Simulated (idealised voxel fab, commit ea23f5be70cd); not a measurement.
This section sets out a process module, namely voxel fin reveal.
Cross-sectional view cut (width: 265 nm; square cell size: 5 nm).
Cross-section format: a grid of square cells, given as bands from top to bottom; each band is one or more rows of cells. Per band: top height and bottom height in nm, followed by the left-to-right materials and their widths in nm; "full width" marks a single material spanning edge to edge, "air" marks empty space. Height datum 0, below which the as-received substrate wafer is one material. Lowest band open at the bottom, running downward: "0..down". So if you see something like "30 to 40" for the width, read it as the top row of the band sitting at the first number and the bottom row at the second, with every row in between moving by the same amount as the last. "no change" after a step means that no cell of the cross-section changed. Empty spaces without an open route to the top, at least 8 cells in extent, make up the entry "Closed void entries"; each is given as width x height at distance, where the distance is measured from the left edge, and all are in nm. On each step's line, the part that comes after the settings is the simulator's own comment on the step. Each step line may optionally specify "overlay nm", which for a step with a mask gives the rightward distance between the mask's planned place and where it lay, a negative value indicating the leftward direction.

The following list gives the planned process steps
| 1 | RECEIVE,material Si |
| 2 | CONFORMAL_DEP,material SiN,thk nm 5 |
| 3 | MASKED_ETCH,tone cover,mask id FINS,width nm 15,pitch nm 35,etch materials SiN,depth nm 5,overlay nm 0 |
| 4 | MASKED_ETCH,tone cover,mask id FINS,width nm 15,pitch nm 35,etch materials Si,depth nm 30,overlay nm 0 |
| 5 | OXIDIZE,depth nm 5 |
| 6 | FILL_DEP,material SiO2,thk nm 10 |
| 7 | CMP,height nm 5 |
| 8 | SELECTIVE_ETCH,etch materials SiO2,depth nm 15 |
| 9 | STRIP,etch materials SiN |
| 10 | CONFORMAL_DEP,material SiO2,thk nm 5 |

First of two wafers, processed according to plan

Cross-section: wafer on arrival = after step 1
- 0..down: Si full width
- Closed void entries: none

After step 2: wafer cross-section
- 5..0: SiN full width
- Everything under 0 stays put, no change at all.

After step 3: wafer cross-section
- 5..0: 105 air, 15 SiN, 20 air, 15 SiN, 110 air
- Everything under 0 stays put, no change at all.

After step 4: wafer cross-section
- 5..0: 105 air, 15 SiN, 20 air, 15 SiN, 110 air
- 0..-30: 105 air, 15 Si, 20 air, 15 Si, 110 air
- Everything under -30 stays put, no change at all.

After step 5: wafer cross-section
- 5..0: 105 air, 15 SiN, 20 air, 15 SiN, 110 air
- 0..-30: 105 air, 5 SiO2, 5 Si, 5 SiO2, 20 air, 5 SiO2, 5 Si, 5 SiO2, 110 air
- -30..-35: 110 SiO2, 5 Si, 30 SiO2, 5 Si, 115 SiO2
- Everything under -35 stays put, no change at all.

After step 6: wafer cross-section
- 15..5: SiO2 full width
- 5..0: 105 SiO2, 15 SiN, 20 SiO2, 15 SiN, 110 SiO2
- 0..-35: 110 SiO2, 5 Si, 30 SiO2, 5 Si, 115 SiO2
- Everything under -35 stays put, no change at all.

After step 7: wafer cross-section
- 5..0: 105 SiO2, 15 SiN, 20 SiO2, 15 SiN, 110 SiO2
- Everything under 0 stays put, no change at all.

After step 8: wafer cross-section
- 5..0: 105 air, 15 SiN, 20 air, 15 SiN, 110 air
- 0..-10: 110 air, 5 Si, 30 air, 5 Si, 115 air
- Everything under -10 stays put, no change at all.

After step 9: wafer cross-section
- 0..-10: 110 air, 5 Si, 30 air, 5 Si, 115 air
- Everything under -10 stays put, no change at all.

After step 10: wafer cross-section
- 5..0: 105 air, 15 SiO2, 20 air, 15 SiO2, 110 air
- 0..-5: 105 air, 5 SiO2, 5 Si, 5 SiO2, 20 air, 5 SiO2, 5 Si, 5 SiO2, 110 air
- -5..-35: 110 SiO2, 5 Si, 30 SiO2, 5 Si, 115 SiO2
- Everything under -35 stays put, no change at all.

Okay, second wafer. Nothing different at the start, nothing different in the plan, just one mistake somewhere in the running. As far as step 2, counting that step, it's the first wafer all over again

when step 3 should have ended
- 5..0: 110 air, 15 SiN, 20 air, 15 SiN, 105 air
- Everything under 0 stays put, no change at all.

when step 4 should have ended
- 5..0: 110 air, 15 SiN, 20 air, 15 SiN, 105 air
- 0..-30: 105 air, 20 Si, 15 air, 20 Si, 105 air
- Everything under -30 stays put, no change at all.

when step 5 should have ended
- 5..0: 110 air, 15 SiN, 20 air, 15 SiN, 105 air
- 0..-5: 105 air, 10 SiO2, 5 Si, 5 SiO2, 15 air, 10 SiO2, 5 Si, 5 SiO2, 105 air
- -5..-30: 105 air, 5 SiO2, 10 Si, 5 SiO2, 15 air, 5 SiO2, 10 Si, 5 SiO2, 105 air
- -30..-35: 110 SiO2, 10 Si, 25 SiO2, 10 Si, 110 SiO2
- Everything under -35 stays put, no change at all.

when step 6 should have ended
- 15..5: SiO2 full width
- 5..0: 110 SiO2, 15 SiN, 20 SiO2, 15 SiN, 105 SiO2
- 0..-5: 115 SiO2, 5 Si, 30 SiO2, 5 Si, 110 SiO2
- -5..-35: 110 SiO2, 10 Si, 25 SiO2, 10 Si, 110 SiO2
- Everything under -35 stays put, no change at all.

when step 7 should have ended
- 5..0: 110 SiO2, 15 SiN, 20 SiO2, 15 SiN, 105 SiO2
- Everything under 0 stays put, no change at all.

when step 8 should have ended
- 5..0: 110 air, 15 SiN, 20 air, 15 SiN, 105 air
- 0..-10: 115 to 110 air, 5 to 10 Si, 30 to 25 air, 5 to 10 Si, 110 air
- Everything under -10 stays put, no change at all.

when step 9 should have ended
- 0..-10: 115 to 110 air, 5 to 10 Si, 30 to 25 air, 5 to 10 Si, 110 air
- Everything under -10 stays put, no change at all.

when step 10 should have ended
- 5..0: 110 air, 15 SiO2, 20 air, 15 SiO2, 105 air
- 0..-5: 105 air, 10 SiO2, 5 Si, 5 SiO2, 15 air, 10 SiO2, 5 Si, 5 SiO2, 105 air
- -5..-35: 110 SiO2, 10 Si, 25 SiO2, 10 Si, 110 SiO2
- Everything under -35 stays put, no change at all.
Where did the run depart from the plan? step 3 ran with different settings than intended, the actual operation and settings being MASKED_ETCH,tone cover,mask id FINS,width nm 15,pitch nm 35,etch materials SiN,depth nm 5,overlay nm 5
Looking at both finished wafers in cells, the second ends up ahead of or behind the first on some materials: Si: 12 more; SiO2: 10 fewer
